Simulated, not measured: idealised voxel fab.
The name of this process module is voxel local oxidation.
Square cell edge 5 nm, section width 190 nm, ID cut.
Cross-section, as written here: a square-cell grid given band by band from the top down, where a band holds one or more rows of cells. Look at the band entry: it leads with the top's height and the bottom's height in nm. Then it lists the materials left to right, with a width in nm for each. The word "everywhere" on a single material says that material fills the band edge to edge. The word "empty" is empty space. Heights are reckoned from 0. Under this level, the received wafer is all of one material. The bottommost band is open-ended downward, for example "0 down". A width such as "30->40" changes by the same amount from each row of cells to the next, from the band's top row to its bottom row. Step note "same as before" = no cross-section cell changed. "Enclosed void listing": empty spaces of 8 cells or more with no open way to the top, each given as width x height at distance, distance from the left edge, all in nm. On a step's line, text after the settings is the simulator commenting on that step. On any step carrying a mask, the "overlay nm" setting, if present on the step's line, tells how far right of its planned place the mask lay; negative values point to the left.

STEPS IN THE PROCESS PLAN
1) RECEIVE: material Si
2) CONFORMAL_DEP: material SiO2, thk nm 5
3) CONFORMAL_DEP: material SiN, thk nm 15
4) MASKED_ETCH: tone cover, mask id ACTIVE, width nm 105, etch materials SiN, depth nm 15, overlay nm 0
5) SELECTIVE_ETCH: etch materials SiO2, depth nm 5
6) OXIDIZE: depth nm 10
7) STRIP: etch materials SiN

AS RECEIVED (POST STEP 1): CROSS-SECTION
  0 down: Si everywhere
  Enclosed void listing: none

THIS IS HOW THE WAFER LOOKS IN CROSS-SECTION ONCE THE MODULE IS DONE, GIVEN THE STARTING STATE AND PLAN ABOVE AND ONE MISTAKE IN CARRYING THE PLAN OUT
  15 to 0: SiO2 everywhere
  0 down: Si everywhere
  Enclosed void listing: none
Heads up, the wafer didn't run the way we planned it: step 3 ran differently from the plan; actual operation with settings: CONFORMAL_DEP: material SiO2, thk nm 15
